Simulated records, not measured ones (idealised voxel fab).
process module | voxel fin reveal
cross-section cut | 295 nm wide | cells 5 nm
A cross-section is a grid of square cells, given in bands from the top down. A band is one or more rows of cells.
Each band's line starts with the height of the band's top and of its bottom, in nm. Then come its materials from left to right, each with its width in nm. One material with "throughout" fills the band from edge to edge. "air" is empty space.
Height 0 is the level under which the wafer as received is all one material. The lowest band goes on downwards, as in "0 down".
A width such as "30 to 40" changes by the same amount from each row of cells to the next, from the band's top row to its bottom row.
"no change" after a step means that no cell of the cross-section changed.
closed voids: empty space of 8 cells or more with no open way to the top, each as width x height at its distance from the left edge, in nm
after a step's settings: what the simulator itself notes on the step
overlay nm, on a step with a mask: how far to the right of its planned place the mask lay; to the left if negative
plan
1 op RECEIVE | material Si
2 op CONFORMAL_DEP | material SiN | thk nm 5
3 op PATTERN | tone cover | mask id FINS | material resist | width nm 15 | pitch nm 35 | thk nm 15 | overlay nm 0
4 op DIRECTIONAL_ETCH | etch materials SiN | depth nm 5
5 op DIRECTIONAL_ETCH | etch materials Si | depth nm 40
6 op STRIP | etch materials resist
7 op OXIDIZE | depth nm 5
8 op FILL_DEP | material SiO2 | thk nm 5
9 op CMP | height nm 5
10 op SELECTIVE_ETCH | etch materials SiO2 | depth nm 20
11 op STRIP | etch materials SiN
12 op CONFORMAL_DEP | material SiO2 | thk nm 5
first wafer, as planned
as received, after step 1
  0 down: Si throughout
  closed voids: none
after step 2
  5 to 0: SiN throughout
  below 0: unchanged
after step 3
  20 to 5: air 120 | resist 15 | air 20 | resist 15 | air 125
  below 5: unchanged
after step 4
  20 to 5: air 120 | resist 15 | air 20 | resist 15 | air 125
  5 to 0: air 120 | SiN 15 | air 20 | SiN 15 | air 125
  below 0: unchanged
after step 5
  20 to 5: air 120 | resist 15 | air 20 | resist 15 | air 125
  5 to 0: air 120 | SiN 15 | air 20 | SiN 15 | air 125
  0 to -40: air 120 | Si 15 | air 20 | Si 15 | air 125
  below -40: unchanged
after step 6
  5 to 0: air 120 | SiN 15 | air 20 | SiN 15 | air 125
  below 0: unchanged
after step 7
  5 to 0: air 120 | SiN 15 | air 20 | SiN 15 | air 125
  0 to -40: air 120 | SiO2 5 | Si 5 | SiO2 5 | air 20 | SiO2 5 | Si 5 | SiO2 5 | air 125
  -40 to -45: SiO2 125 | Si 5 | SiO2 30 | Si 5 | SiO2 130
  below -45: unchanged
after step 8
  10 to 5: SiO2 throughout
  5 to 0: SiO2 120 | SiN 15 | SiO2 20 | SiN 15 | SiO2 125
  0 to -45: SiO2 125 | Si 5 | SiO2 30 | Si 5 | SiO2 130
  below -45: unchanged
after step 9
  5 to 0: SiO2 120 | SiN 15 | SiO2 20 | SiN 15 | SiO2 125
  below 0: unchanged
after step 10
  5 to 0: air 120 | SiN 15 | air 20 | SiN 15 | air 125
  0 to -15: air 125 | Si 5 | air 30 | Si 5 | air 130
  below -15: unchanged
after step 11
  0 to -15: air 125 | Si 5 | air 30 | Si 5 | air 130
  below -15: unchanged
after step 12
  5 to 0: air 120 | SiO2 15 | air 20 | SiO2 15 | air 125
  0 to -10: air 120 | SiO2 5 | Si 5 | SiO2 5 | air 20 | SiO2 5 | Si 5 | SiO2 5 | air 125
  -10 to -45: SiO2 125 | Si 5 | SiO2 30 | Si 5 | SiO2 130
  below -45: unchanged
second wafer: like start, like plan, one mistake. Through step 9 it matches the first wafer
when step 10 should have ended
  5 to 0: SiO2 120 | air 15 | SiO2 20 | air 15 | SiO2 125
  below 0: unchanged
when step 11 should have ended
  0 to -15: air 125 | Si 5 | air 30 | Si 5 | air 130
  -15 to -20: SiO2 100 | air 25 | Si 5 | air 30 | Si 5 | air 25 | SiO2 105
  below -20: unchanged
when step 12 should have ended
  5 to 0: air 120 | SiO2 15 | air 20 | SiO2 15 | air 125
  0 to -10: air 120 | SiO2 5 | Si 5 | SiO2 5 | air 20 | SiO2 5 | Si 5 | SiO2 5 | air 125
  -10 to -15: SiO2 105 | air 15 | SiO2 5 | Si 5 | SiO2 5 | air 20 | SiO2 5 | Si 5 | SiO2 5 | air 15 | SiO2 110
  -15 to -45: SiO2 125 | Si 5 | SiO2 30 | Si 5 | SiO2 130
  below -45: unchanged
what went wrong: steps 10 and 11 were swapped
at the end the second wafer has, in cells: 10 fewer of SiO2
